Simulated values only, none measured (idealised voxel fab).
process module | voxel air gaps
cross-section cut | 150 nm wide | cells 5 nm
A cross-section is a grid of square cells, given in bands from the top down. A band is one or more rows of cells.
Each band's line starts with the height of the band's top and of its bottom, in nm. Then come its materials from left to right, each with its width in nm. One material with "throughout" fills the band from edge to edge. "air" is empty space.
Height 0 is the level under which the wafer as received is all one material. The lowest band goes on downwards, as in "0 down".
A width such as "30 to 40" changes by the same amount from each row of cells to the next, from the band's top row to its bottom row.
"no change" after a step means that no cell of the cross-section changed.
closed voids: empty space of 8 cells or more with no open way to the top, each as width x height at its distance from the left edge, in nm
after a step's settings: what the simulator itself notes on the step
overlay nm, on a step with a mask: how far to the right of its planned place the mask lay; to the left if negative
plan
1 op RECEIVE | material Si
2 op CONFORMAL_DEP | material SiO2 | thk nm 15
3 op CONFORMAL_DEP | material SiN | thk nm 5
4 op DIRECTIONAL_DEP | material SiO2 | thk nm 35
5 op MASKED_ETCH | tone open | mask id LINES | width nm 20 | pitch nm 45 | etch materials SiO2 | depth nm 35 | overlay nm 0
6 op CONFORMAL_DEP | material TiN | thk nm 5
7 op FILL_DEP | material Ru | thk nm 5
8 op CMP | height nm 55
9 op EPI | material Ru | thk nm 10
10 op SELECTIVE_ETCH | etch materials SiO2 | depth nm 45
11 op CONFORMAL_DEP | material SiN | thk nm 5
first wafer, as planned
as received, after step 1
  0 down: Si throughout
  closed voids: none
after step 2
  15 to 0: SiO2 throughout
  below 0: unchanged
after step 3
  20 to 15: SiN throughout
  below 15: unchanged
after step 4
  55 to 20: SiO2 throughout
  below 20: unchanged
after step 5
  55 to 20: SiO2 20 | air 20 | SiO2 25 | air 20 | SiO2 25 | air 20 | SiO2 20
  below 20: unchanged
after step 6
  60 to 55: TiN 25 | air 10 | TiN 35 | air 10 | TiN 35 | air 10 | TiN 25
  55 to 25: SiO2 20 | TiN 5 | air 10 | TiN 5 | SiO2 25 | TiN 5 | air 10 | TiN 5 | SiO2 25 | TiN 5 | air 10 | TiN 5 | SiO2 20
  25 to 20: SiO2 20 | TiN 20 | SiO2 25 | TiN 20 | SiO2 25 | TiN 20 | SiO2 20
  below 20: unchanged
after step 7
  65 to 60: Ru throughout
  60 to 55: TiN 25 | Ru 10 | TiN 35 | Ru 10 | TiN 35 | Ru 10 | TiN 25
  55 to 25: SiO2 20 | TiN 5 | Ru 10 | TiN 5 | SiO2 25 | TiN 5 | Ru 10 | TiN 5 | SiO2 25 | TiN 5 | Ru 10 | TiN 5 | SiO2 20
  below 25: unchanged
after step 8
  55 to 25: SiO2 20 | TiN 5 | Ru 10 | TiN 5 | SiO2 25 | TiN 5 | Ru 10 | TiN 5 | SiO2 25 | TiN 5 | Ru 10 | TiN 5 | SiO2 20
  below 25: unchanged
after step 9
  65 to 55: air 10 | Ru 40 | air 5 | Ru 40 | air 5 | Ru 40 | air 10
  below 55: unchanged
after step 10
  65 to 55: air 10 | Ru 40 | air 5 | Ru 40 | air 5 | Ru 40 | air 10
  55 to 25: air 20 | TiN 5 | Ru 10 | TiN 5 | air 25 | TiN 5 | Ru 10 | TiN 5 | air 25 | TiN 5 | Ru 10 | TiN 5 | air 20
  25 to 20: air 20 | TiN 20 | air 25 | TiN 20 | air 25 | TiN 20 | air 20
  below 20: unchanged
after step 11
  70 to 65: air 5 | SiN 140 | air 5
  65 to 55: air 5 | SiN 5 | Ru 40 | SiN 5 | Ru 40 | SiN 5 | Ru 40 | SiN 5 | air 5
  55 to 50: air 5 | SiN 15 | TiN 5 | Ru 10 | TiN 5 | SiN 25 | TiN 5 | Ru 10 | TiN 5 | SiN 25 | TiN 5 | Ru 10 | TiN 5 | SiN 15 | air 5
  50 to 25: air 15 | SiN 5 | TiN 5 | Ru 10 | TiN 5 | SiN 5 | air 15 | SiN 5 | TiN 5 | Ru 10 | TiN 5 | SiN 5 | air 15 | SiN 5 | TiN 5 | Ru 10 | TiN 5 | SiN 5 | air 15
  25 to 20: SiN 20 | TiN 20 | SiN 25 | TiN 20 | SiN 25 | TiN 20 | SiN 20
  below 20: unchanged
  closed voids: 15 x 25 at 45; 15 x 25 at 90
second wafer: like start, like plan, one mistake. Through step 7 it matches the first wafer
when step 8 should have ended
  60 to 55: TiN 25 | Ru 10 | TiN 35 | Ru 10 | TiN 35 | Ru 10 | TiN 25
  below 55: unchanged
when step 9 should have ended
  70 to 60: Ru throughout
  below 60: unchanged
when step 10 should have ended: no change
when step 11 should have ended
  75 to 70: SiN throughout
  below 70: unchanged
what went wrong: step 8 ran as: op CMP | height nm 60
at the end the second wafer has, in cells: 18 more of Ru | 70 fewer of SiN | 126 more of SiO2 | 24 more of TiN
closed voids at the end (first wafer, second wafer): 2, 0
